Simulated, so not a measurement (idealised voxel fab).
The following process module bears the name voxel gate over fins.
Cross-sectional view cut (width: 260 nm; square cell size: 5 nm).
If you're reading a cross-section in this doc, picture square cells in a grid; it comes to you as bands, top ones listed first down to the bottom, and a band can be one or more rows of cells. Basically the band line says how high the top is and how high the bottom is, in nm, and then what's in it from left to right, every material with its width in nm. Empty space shows up as "blank", and if a single material carries "all across" it runs the full band edge to edge. Convention: height 0 is the level below which the wafer, as received, is all one material. The lowest band does not terminate at the bottom but continues downward, represented as "0 and below". So if you see something like "30 to 40" for the width, read it as the top row of the band sitting at the first number and the bottom row at the second, with every row in between moving by the same amount as the last. It should be understood that the words "remained unchanged", when stated for a given step, signify that the cross-section underwent no change in any of its cells during that step. Enclosed voids (no open way to top), threshold 8 cells or more, entry "Sealed void inventory", notation width x height at distance, distance from left edge, nm. On a step's line, text after the settings is the simulator commenting on that step. overlay nm: where the mask lay relative to plan, measured to the right, on steps with a mask; negatives go left.
**Planned step list for the process**
1: RECEIVE, material Si
2: CONFORMAL_DEP, material SiN, thk nm 5
3: DIRECTIONAL_DEP, material aC, thk nm 15
4: PATTERN, tone cover, mask id FINS, material resist, width nm 15, pitch nm 40, thk nm 30, overlay nm 0
5: DIRECTIONAL_ETCH, etch materials aC, depth nm 15
6: STRIP, etch materials resist
7: DIRECTIONAL_ETCH, etch materials SiN, depth nm 5
8: DIRECTIONAL_ETCH, etch materials Si, depth nm 35
9: STRIP, etch materials aC
10: OXIDIZE, depth nm 5
11: FILL_DEP, material SiO2, thk nm 10
12: CMP, height nm 5
13: SELECTIVE_ETCH, etch materials SiO2, depth nm 15
14: STRIP, etch materials SiN
15: CONFORMAL_DEP, material HfO2, thk nm 5
16: CONFORMAL_DEP, material TiN, thk nm 5
17: FILL_DEP, material W, thk nm 15
18: CMP, height nm 20
19: CONFORMAL_DEP, material SiCN, thk nm 10
**Cross-section of the wafer at receipt, which is the condition after step 1**
- 0 and below: Si all across
- Sealed void inventory: none
**What the wafer looks like in cross-section after this module, when it starts as shown above and follows the plan above but one mistake is made in running it**
- 30 down to 20: SiCN all across
- 20 down to 10: W all across
- 10 down to 5: W 55, HfO2 25, W 15, HfO2 25, W 15, HfO2 25, W 15, HfO2 25, W 60
- 5 down to 0: W 55, HfO2 5, TiN 15, HfO2 5, W 15, HfO2 5, TiN 15, HfO2 5, W 15, HfO2 5, TiN 15, HfO2 5, W 15, HfO2 5, TiN 15, HfO2 5, W 60
- 0 down to -5: HfO2 60, TiN 5, Si 5, TiN 5, HfO2 25, TiN 5, Si 5, TiN 5, HfO2 25, TiN 5, Si 5, TiN 5, HfO2 25, TiN 5, Si 5, TiN 5, HfO2 65
- -5 down to -10: TiN 65, Si 5, TiN 35, Si 5, TiN 35, Si 5, TiN 35, Si 5, TiN 70
- -10 down to -40: SiO2 65, Si 5, SiO2 35, Si 5, SiO2 35, Si 5, SiO2 35, Si 5, SiO2 70
- -40 and below: Si all across
- Sealed void inventory: none
Want to know what went wrong? ran 15 and 16 in swapped order versus the plan
